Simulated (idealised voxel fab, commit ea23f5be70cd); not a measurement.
process module | voxel ribs on slabs
cross-section cut | 270 nm wide | cells 5 nm
A cross-section is a grid of square cells, given in bands from the top down. A band is one or more rows of cells.
Each band's line starts with the height of the band's top and of its bottom, in nm. Then come its materials from left to right, each with its width in nm. One material with "throughout" fills the band from edge to edge. "air" is empty space.
Height 0 is the level under which the wafer as received is all one material. The lowest band goes on downwards, as in "0 down".
A width such as "30 to 40" changes by the same amount from each row of cells to the next, from the band's top row to its bottom row.
"no change" after a step means that no cell of the cross-section changed.
closed voids: empty space of 8 cells or more with no open way to the top, each as width x height at its distance from the left edge, in nm
after a step's settings: what the simulator itself notes on the step
overlay nm, on a step with a mask: how far to the right of its planned place the mask lay; to the left if negative
plan
1 op RECEIVE | material Si
2 op DIRECTIONAL_DEP | material SiO2 | thk nm 20
3 op DIRECTIONAL_DEP | material polySi | thk nm 20
4 op DIRECTIONAL_DEP | material aC | thk nm 10
5 op PATTERN | tone cover | mask id RIB | material resist | width nm 20 | thk nm 30 | overlay nm 0
6 op DIRECTIONAL_ETCH | etch materials aC | depth nm 10
7 op STRIP | etch materials resist
8 op DIRECTIONAL_ETCH | etch materials polySi | depth nm 15
9 op STRIP | etch materials aC
10 op PATTERN | tone cover | mask id SLAB | material resist | width nm 60 | thk nm 15 | overlay nm -15
11 op DIRECTIONAL_ETCH | etch materials polySi | depth nm 5
12 op STRIP | etch materials resist
13 op FILL_DEP | material SiO2 | thk nm 25
14 op CMP | height nm 55
15 op DIRECTIONAL_DEP | material W | thk nm 5
16 op PATTERN | tone cover | mask id HEATER | material resist | width nm 30 | thk nm 20 | overlay nm 0
17 op DIRECTIONAL_ETCH | etch materials W | depth nm 5
18 op STRIP | etch materials resist
19 op CONFORMAL_DEP | material SiN | thk nm 5
varied across the wafers: overlay nm of step 10. The plan shows the first wafer's value. All wafers start alike
first wafer as received, after step 1
  0 down: Si throughout
  closed voids: none
each wafer at the end: cells of each material gained (+) or lost (-) since it was received, then its closed voids
overlay nm -15 | +56 SiN | +570 SiO2 | +6 W | +24 polySi | closed voids: none
overlay nm -10 | +56 SiN | +570 SiO2 | +6 W | +24 polySi | closed voids: none
overlay nm -5 | +56 SiN | +570 SiO2 | +6 W | +24 polySi | closed voids: none
overlay nm 0 | +56 SiN | +570 SiO2 | +6 W | +24 polySi | closed voids: none
overlay nm 5 | +56 SiN | +570 SiO2 | +6 W | +24 polySi | closed voids: none
overlay nm 10 | +56 SiN | +570 SiO2 | +6 W | +24 polySi | closed voids: none
overlay nm 15 | +56 SiN | +570 SiO2 | +6 W | +24 polySi | closed voids: none
